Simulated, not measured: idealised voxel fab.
process module | voxel transistor to metal
cross-section cut | 290 nm wide | cells 5 nm
A cross-section is a grid of square cells, given in bands from the top down. A band is one or more rows of cells.
Each band's line starts with the height of the band's top and of its bottom, in nm. Then come its materials from left to right, each with its width in nm. One material with "throughout" fills the band from edge to edge. "air" is empty space.
Height 0 is the level under which the wafer as received is all one material. The lowest band goes on downwards, as in "0 down".
A width such as "30 to 40" changes by the same amount from each row of cells to the next, from the band's top row to its bottom row.
"no change" after a step means that no cell of the cross-section changed.
closed voids: empty space of 8 cells or more with no open way to the top, each as width x height at its distance from the left edge, in nm
after a step's settings: what the simulator itself notes on the step
overlay nm, on a step with a mask: how far to the right of its planned place the mask lay; to the left if negative
plan
1 op RECEIVE | material Si
2 op OXIDIZE | depth nm 5
3 op CONFORMAL_DEP | material SiN | thk nm 15
4 op DIRECTIONAL_DEP | material aC | thk nm 15
5 op PATTERN | tone cover | mask id ACTIVE | material resist | width nm 105 | pitch nm 125 | thk nm 30 | overlay nm 0
6 op DIRECTIONAL_ETCH | etch materials aC | depth nm 15
7 op STRIP | etch materials resist
8 op DIRECTIONAL_ETCH | etch materials SiN | depth nm 15
9 op DIRECTIONAL_ETCH | etch materials SiO2 | depth nm 5
10 op DIRECTIONAL_ETCH | etch materials Si | depth nm 25
11 op STRIP | etch materials aC
12 op OXIDIZE | depth nm 5
13 op FILL_DEP | material SiO2 | thk nm 10
14 op CMP | height nm 15
15 op SELECTIVE_ETCH | etch materials SiO2 | depth nm 15
16 op STRIP | etch materials SiN
17 op SELECTIVE_ETCH | etch materials SiO2 | depth nm 5
18 op OXIDIZE | depth nm 5
19 op DIRECTIONAL_DEP | material polySi | thk nm 20
20 op DIRECTIONAL_DEP | material SiCN | thk nm 10
21 op MASKED_ETCH | tone cover | mask id GATE | width nm 25 | pitch nm 125 | etch materials SiCN | depth nm 20 | overlay nm 0
22 op MASKED_ETCH | tone cover | mask id GATE | width nm 25 | pitch nm 125 | etch materials polySi | depth nm 30 | overlay nm 0
23 op CONFORMAL_DEP | material SiO2 | thk nm 5
24 op DIRECTIONAL_ETCH | etch materials SiO2 | depth nm 5
25 op CONFORMAL_DEP | material SiN | thk nm 10
26 op DIRECTIONAL_ETCH | etch materials SiN | depth nm 10
27 op DIRECTIONAL_ETCH | etch materials SiO2 | depth nm 5
28 op DIRECTIONAL_ETCH | etch materials Si | depth nm 15
29 op EPI | material nSi | thk nm 20
30 op FILL_DEP | material SiO2 | thk nm 10
31 op CMP | height nm 25
32 op DIRECTIONAL_DEP | material SiO2 | thk nm 15
33 op MASKED_ETCH | tone open | mask id CONTACT | width nm 20 | etch materials SiO2 | depth nm 30 | overlay nm 0
34 op CONFORMAL_DEP | material TiN | thk nm 5
35 op FILL_DEP | material Ru | thk nm 5
36 op CMP | height nm 40
37 op CONFORMAL_DEP | material SiCN | thk nm 5
38 op DIRECTIONAL_DEP | material SiO2 | thk nm 25
39 op DIRECTIONAL_DEP | material aC | thk nm 10
40 op PATTERN | tone open | mask id METAL_1 | material resist | width nm 20 | thk nm 30 | overlay nm 0
41 op DIRECTIONAL_ETCH | etch materials aC | depth nm 10
42 op STRIP | etch materials resist
43 op DIRECTIONAL_ETCH | etch materials SiO2 | depth nm 25
44 op DIRECTIONAL_ETCH | etch materials SiCN | depth nm 5
45 op STRIP | etch materials aC
46 op CONFORMAL_DEP | material TiN | thk nm 5
47 op FILL_DEP | material Cu | thk nm 10
48 op CMP | height nm 70
49 op CONFORMAL_DEP | material SiCN | thk nm 5
50 op DIRECTIONAL_DEP | material SiO2 | thk nm 25
51 op PATTERN | tone open | mask id METAL_2 | material resist | width nm 20 | pitch nm 125 | thk nm 20 | overlay nm 0
52 op DIRECTIONAL_ETCH | etch materials SiO2 | depth nm 15
53 op STRIP | etch materials resist
54 op DIRECTIONAL_DEP | material aC | thk nm 15
55 op PATTERN | tone open | mask id METAL_2_HOLES | material resist | width nm 15 | pitch nm 125 | thk nm 30 | overlay nm 0
56 op DIRECTIONAL_ETCH | etch materials aC | depth nm 15
57 op STRIP | etch materials resist
58 op DIRECTIONAL_ETCH | etch materials SiO2 | depth nm 10
59 op DIRECTIONAL_ETCH | etch materials SiCN | depth nm 5
60 op STRIP | etch materials aC
61 op CONFORMAL_DEP | material TiN | thk nm 5
62 op FILL_DEP | material Ru | thk nm 10
63 op CMP | height nm 100
64 op CONFORMAL_DEP | material SiCN | thk nm 5
as received, after step 1
  0 down: Si throughout
  closed voids: none
a wafer at the end: this start, this plan, one mistake
  105 to 100: SiCN throughout
  100 to 90: SiO2 35 | TiN 5 | Ru 10 | TiN 5 | SiO2 105 | TiN 5 | Ru 10 | TiN 5 | SiO2 110
  90 to 85: SiO2 35 | TiN 5 | Ru 5 | TiN 10 | SiO2 105 | TiN 5 | Ru 5 | TiN 10 | SiO2 110
  85 to 75: SiO2 35 | TiN 5 | Ru 5 | TiN 5 | SiO2 110 | TiN 5 | Ru 5 | TiN 5 | SiO2 115
  75 to 70: SiCN 35 | TiN 15 | SiCN 110 | TiN 15 | SiCN 115
  70 to 45: SiO2 35 | TiN 5 | Cu 10 | TiN 5 | SiO2 55 | TiN 5 | Cu 10 | TiN 5 | SiO2 30 | TiN 5 | Cu 10 | TiN 5 | SiO2 55 | TiN 5 | Cu 10 | TiN 5 | SiO2 35
  45 to 40: SiCN 35 | TiN 20 | SiCN 55 | TiN 20 | SiCN 30 | TiN 20 | SiCN 55 | TiN 20 | SiCN 35
  40 to 30: SiO2 35 | TiN 5 | Ru 15 | TiN 5 | SiO2 50 | TiN 5 | Ru 15 | TiN 5 | SiO2 25 | TiN 5 | Ru 15 | TiN 5 | SiO2 50 | TiN 5 | Ru 15 | TiN 5 | SiO2 30
  30 to 25: SiO2 35 | TiN 5 | Ru 10 | TiN 10 | SiO2 50 | TiN 5 | Ru 15 | TiN 5 | SiO2 25 | TiN 5 | Ru 10 | TiN 10 | SiO2 50 | TiN 5 | Ru 15 | TiN 5 | SiO2 30
  25 to 15: SiO2 35 | TiN 5 | Ru 10 | TiN 5 | SiN 10 | SiO2 5 | SiCN 25 | SiO2 5 | SiN 10 | TiN 5 | Ru 15 | TiN 5 | SiO2 25 | TiN 5 | Ru 10 | TiN 5 | SiN 10 | SiO2 5 | SiCN 25 | SiO2 5 | SiN 10 | TiN 5 | Ru 15 | TiN 5 | SiO2 30
  15 to 10: SiO2 35 | TiN 20 | SiN 10 | SiO2 5 | polySi 25 | SiO2 5 | SiN 10 | TiN 25 | SiO2 25 | TiN 20 | SiN 10 | SiO2 5 | polySi 25 | SiO2 5 | SiN 10 | TiN 25 | SiO2 30
  10 to -5: SiO2 35 | nSi 20 | SiN 10 | SiO2 5 | polySi 25 | SiO2 5 | SiN 10 | nSi 20 | SiO2 30 | nSi 20 | SiN 10 | SiO2 5 | polySi 25 | SiO2 5 | SiN 10 | nSi 20 | SiO2 35
  -5 to -10: SiO2 30 | nSi 25 | SiO2 55 | nSi 25 | SiO2 20 | nSi 25 | SiO2 55 | nSi 25 | SiO2 30
  -10 to -25: SiO2 35 | nSi 20 | Si 55 | nSi 20 | SiO2 30 | nSi 20 | Si 55 | nSi 20 | SiO2 35
  -25 to -35: SiO2 35 | Si 95 | SiO2 30 | Si 95 | SiO2 35
  -35 down: Si throughout
  closed voids: none
what went wrong: step 33 ran as: op MASKED_ETCH | tone open | mask id CONTACT | width nm 25 | etch materials SiO2 | depth nm 30 | overlay nm 0
